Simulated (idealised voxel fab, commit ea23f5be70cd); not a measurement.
The document below concerns the process module designated voxel quadruple lines.
170 nm wide, 5 nm square cells: that's cross-section cut.
Think of the cross-section as a grid of square cells. We describe it in bands, top to bottom, and each band covers one or more rows of those cells.
A band entry consists of two parts. The first gives the height of the band's top and the height of its bottom, in nm. The rest lists the band's materials from left to right, each with its width in nm. A single material labelled with the word "full width" fills the band from edge to edge, and the word "empty" marks empty space.
Note: height 0 marks the level under which the wafer is uniformly one material as received. Lowest band unbounded below, written "0 nm and below".
So if you see something like "30->40" for the width, read it as the top row of the band sitting at the first number and the bottom row at the second, with every row in between moving by the same amount as the last.
You'll sometimes find "no alteration" written for a step, and that's the way of saying that nowhere in the cross-section did a cell change during that step.
Heads up: "Voids, enclosed" only lists the empty pockets with no open path to the top that are 8 cells or more, and it writes them as width x height at distance, distance from the left edge, in nm.
Read whatever lies past the settings on a step's line as the simulator's own remark about the step.
Regarding "overlay nm": on a step with a mask, it is the distance the mask lay to the right of its planned place; a negative value places it to the left.

**Set out below are the planned steps of the process**
1,RECEIVE (material Si)
2,CONFORMAL_DEP (material SiO2; thk nm 10)
3,DIRECTIONAL_DEP (material TiN; thk nm 15)
4,DIRECTIONAL_DEP (material polySi; thk nm 20)
5,DIRECTIONAL_DEP (material aC; thk nm 25)
6,PATTERN (tone cover; mask id MANDREL; material resist; width nm 35; thk nm 35; overlay nm 0)
7,DIRECTIONAL_ETCH (etch materials aC; depth nm 25)
8,STRIP (etch materials resist)
9,CONFORMAL_DEP (material SiO2; thk nm 15)
10,DIRECTIONAL_ETCH (etch materials SiO2; depth nm 15)
11,STRIP (etch materials aC)
12,DIRECTIONAL_ETCH (etch materials polySi; depth nm 20)
13,STRIP (etch materials SiO2)
14,CONFORMAL_DEP (material SiCN; thk nm 10)
15,DIRECTIONAL_ETCH (etch materials SiCN; depth nm 10)
16,STRIP (etch materials polySi)
17,DIRECTIONAL_ETCH (etch materials TiN; depth nm 15)
18,STRIP (etch materials SiCN)
19,FILL_DEP (material SiO2; thk nm 10)
20,CMP (height nm 25)

**First of two wafers, processed according to plan**

**as received, after step 1**
> 0 nm and below = Si full width
> Voids, enclosed: none

**The following cross-section depicts the wafer upon completion of step 2**
> 10 nm to 0 nm = SiO2 full width
> Beneath the level 0, the cross-section is identical to its previous state.

**The following cross-section depicts the wafer upon completion of step 3**
> 25 nm to 10 nm = TiN full width
> Beneath the level 10, the cross-section is identical to its previous state.

**The following cross-section depicts the wafer upon completion of step 4**
> 45 nm to 25 nm = polySi full width
> Beneath the level 25, the cross-section is identical to its previous state.

**The following cross-section depicts the wafer upon completion of step 5**
> 70 nm to 45 nm = aC full width
> Beneath the level 45, the cross-section is identical to its previous state.

**The following cross-section depicts the wafer upon completion of step 6**
> 105 nm to 70 nm = empty (65) / resist (35) / empty (70)
> Beneath the level 70, the cross-section is identical to its previous state.

**The following cross-section depicts the wafer upon completion of step 7**
> 80 nm to 70 nm = empty (65) / resist (35) / empty (70)
> 70 nm to 45 nm = empty (65) / aC (35) / empty (70)
> Beneath the level 45, the cross-section is identical to its previous state.

**The following cross-section depicts the wafer upon completion of step 8**
> 70 nm to 45 nm = empty (65) / aC (35) / empty (70)
> Beneath the level 45, the cross-section is identical to its previous state.

**The following cross-section depicts the wafer upon completion of step 9**
> 85 nm to 70 nm = empty (50) / SiO2 (65) / empty (55)
> 70 nm to 60 nm = empty (50) / SiO2 (15) / aC (35) / SiO2 (15) / empty (55)
> 60 nm to 45 nm = SiO2 (65) / aC (35) / SiO2 (70)
> Beneath the level 45, the cross-section is identical to its previous state.

**The following cross-section depicts the wafer upon completion of step 10**
> 70 nm to 45 nm = empty (50) / SiO2 (15) / aC (35) / SiO2 (15) / empty (55)
> Beneath the level 45, the cross-section is identical to its previous state.

**The following cross-section depicts the wafer upon completion of step 11**
> 70 nm to 45 nm = empty (50) / SiO2 (15) / empty (35) / SiO2 (15) / empty (55)
> Beneath the level 45, the cross-section is identical to its previous state.

**The following cross-section depicts the wafer upon completion of step 12**
> 70 nm to 45 nm = empty (50) / SiO2 (15) / empty (35) / SiO2 (15) / empty (55)
> 45 nm to 25 nm = empty (50) / polySi (15) / empty (35) / polySi (15) / empty (55)
> Beneath the level 25, the cross-section is identical to its previous state.

**The following cross-section depicts the wafer upon completion of step 13**
> 45 nm to 25 nm = empty (50) / polySi (15) / empty (35) / polySi (15) / empty (55)
> Beneath the level 25, the cross-section is identical to its previous state.

**The following cross-section depicts the wafer upon completion of step 14**
> 55 nm to 45 nm = empty (40) / SiCN (35) / empty (15) / SiCN (35) / empty (45)
> 45 nm to 35 nm = empty (40) / SiCN (10) / polySi (15) / SiCN (10) / empty (15) / SiCN (10) / polySi (15) / SiCN (10) / empty (45)
> 35 nm to 25 nm = SiCN (50) / polySi (15) / SiCN (35) / polySi (15) / SiCN (55)
> Beneath the level 25, the cross-section is identical to its previous state.

**The following cross-section depicts the wafer upon completion of step 15**
> 45 nm to 25 nm = empty (40) / SiCN (10) / polySi (15) / SiCN (10) / empty (15) / SiCN (10) / polySi (15) / SiCN (10) / empty (45)
> Beneath the level 25, the cross-section is identical to its previous state.

**The following cross-section depicts the wafer upon completion of step 16**
> 45 nm to 25 nm = empty (40) / SiCN (10) / empty (15) / SiCN (10) / empty (15) / SiCN (10) / empty (15) / SiCN (10) / empty (45)
> Beneath the level 25, the cross-section is identical to its previous state.

**The following cross-section depicts the wafer upon completion of step 17**
> 45 nm to 25 nm = empty (40) / SiCN (10) / empty (15) / SiCN (10) / empty (15) / SiCN (10) / empty (15) / SiCN (10) / empty (45)
> 25 nm to 10 nm = empty (40) / TiN (10) / empty (15) / TiN (10) / empty (15) / TiN (10) / empty (15) / TiN (10) / empty (45)
> Beneath the level 10, the cross-section is identical to its previous state.

**The following cross-section depicts the wafer upon completion of step 18**
> 25 nm to 10 nm = empty (40) / TiN (10) / empty (15) / TiN (10) / empty (15) / TiN (10) / empty (15) / TiN (10) / empty (45)
> Beneath the level 10, the cross-section is identical to its previous state.

**The following cross-section depicts the wafer upon completion of step 19**
> 35 nm to 25 nm = SiO2 full width
> 25 nm to 10 nm = SiO2 (40) / TiN (10) / SiO2 (15) / TiN (10) / SiO2 (15) / TiN (10) / SiO2 (15) / TiN (10) / SiO2 (45)
> Beneath the level 10, the cross-section is identical to its previous state.

**The following cross-section depicts the wafer upon completion of step 20**
> 25 nm to 10 nm = SiO2 (40) / TiN (10) / SiO2 (15) / TiN (10) / SiO2 (15) / TiN (10) / SiO2 (15) / TiN (10) / SiO2 (45)
> Beneath the level 10, the cross-section is identical to its previous state.

**Second wafer. Start and plan as for the first. One mistake made in running. Agrees with the first up to and including step 5**

**Planned end of step 6: second wafer, cross-section**
> 105 nm to 70 nm = resist (65) / empty (35) / resist (70)
> Beneath the level 70, the cross-section is identical to its previous state.

**Planned end of step 7: second wafer, cross-section**
> 80 nm to 70 nm = resist (65) / empty (35) / resist (70)
> 70 nm to 45 nm = aC (65) / empty (35) / aC (70)
> Beneath the level 45, the cross-section is identical to its previous state.

**Planned end of step 8: second wafer, cross-section**
> 70 nm to 45 nm = aC (65) / empty (35) / aC (70)
> Beneath the level 45, the cross-section is identical to its previous state.

**Planned end of step 9: second wafer, cross-section**
> 85 nm to 70 nm = SiO2 (80) / empty (5) / SiO2 (85)
> 70 nm to 60 nm = aC (65) / SiO2 (15) / empty (5) / SiO2 (15) / aC (70)
> 60 nm to 45 nm = aC (65) / SiO2 (35) / aC (70)
> Beneath the level 45, the cross-section is identical to its previous state.

**Planned end of step 10: second wafer, cross-section**
> 70 nm to 45 nm = aC (65) / SiO2 (15) / empty (5) / SiO2 (15) / aC (70)
> Beneath the level 45, the cross-section is identical to its previous state.

**Planned end of step 11: second wafer, cross-section**
> 70 nm to 45 nm = empty (65) / SiO2 (15) / empty (5) / SiO2 (15) / empty (70)
> Beneath the level 45, the cross-section is identical to its previous state.

**Planned end of step 12: second wafer, cross-section**
> 70 nm to 45 nm = empty (65) / SiO2 (15) / empty (5) / SiO2 (15) / empty (70)
> 45 nm to 25 nm = empty (65) / polySi (15) / empty (5) / polySi (15) / empty (70)
> Beneath the level 25, the cross-section is identical to its previous state.

**Planned end of step 13: second wafer, cross-section**
> 45 nm to 25 nm = empty (65) / polySi (15) / empty (5) / polySi (15) / empty (70)
> Beneath the level 25, the cross-section is identical to its previous state.

**Planned end of step 14: second wafer, cross-section**
> 55 nm to 45 nm = empty (55) / SiCN (55) / empty (60)
> 45 nm to 35 nm = empty (55) / SiCN (10) / polySi (15) / SiCN (5) / polySi (15) / SiCN (10) / empty (60)
> 35 nm to 25 nm = SiCN (65) / polySi (15) / SiCN (5) / polySi (15) / SiCN (70)
> Beneath the level 25, the cross-section is identical to its previous state.

**Planned end of step 15: second wafer, cross-section**
> 45 nm to 25 nm = empty (55) / SiCN (10) / polySi (15) / SiCN (5) / polySi (15) / SiCN (10) / empty (60)
> Beneath the level 25, the cross-section is identical to its previous state.

**Planned end of step 16: second wafer, cross-section**
> 45 nm to 25 nm = empty (55) / SiCN (10) / empty (15) / SiCN (5) / empty (15) / SiCN (10) / empty (60)
> Beneath the level 25, the cross-section is identical to its previous state.

**Planned end of step 17: second wafer, cross-section**
> 45 nm to 25 nm = empty (55) / SiCN (10) / empty (15) / SiCN (5) / empty (15) / SiCN (10) / empty (60)
> 25 nm to 10 nm = empty (55) / TiN (10) / empty (15) / TiN (5) / empty (15) / TiN (10) / empty (60)
> Beneath the level 10, the cross-section is identical to its previous state.

**Planned end of step 18: second wafer, cross-section**
> 25 nm to 10 nm = empty (55) / TiN (10) / empty (15) / TiN (5) / empty (15) / TiN (10) / empty (60)
> Beneath the level 10, the cross-section is identical to its previous state.

**Planned end of step 19: second wafer, cross-section**
> 35 nm to 25 nm = SiO2 full width
> 25 nm to 10 nm = SiO2 (55) / TiN (10) / SiO2 (15) / TiN (5) / SiO2 (15) / TiN (10) / SiO2 (60)
> Beneath the level 10, the cross-section is identical to its previous state.

**Planned end of step 20: second wafer, cross-section**
> 25 nm to 10 nm = SiO2 (55) / TiN (10) / SiO2 (15) / TiN (5) / SiO2 (15) / TiN (10) / SiO2 (60)
> Beneath the level 10, the cross-section is identical to its previous state.
Where did the run depart from the plan? heads up, step 6 didn't go per plan, it actually ran as PATTERN (tone open; mask id MANDREL; material resist; width nm 35; thk nm 35; overlay nm 0)
The closing comparison, in cells, has the second wafer with more or fewer of some materials than the first: +9 SiO2, -9 TiN
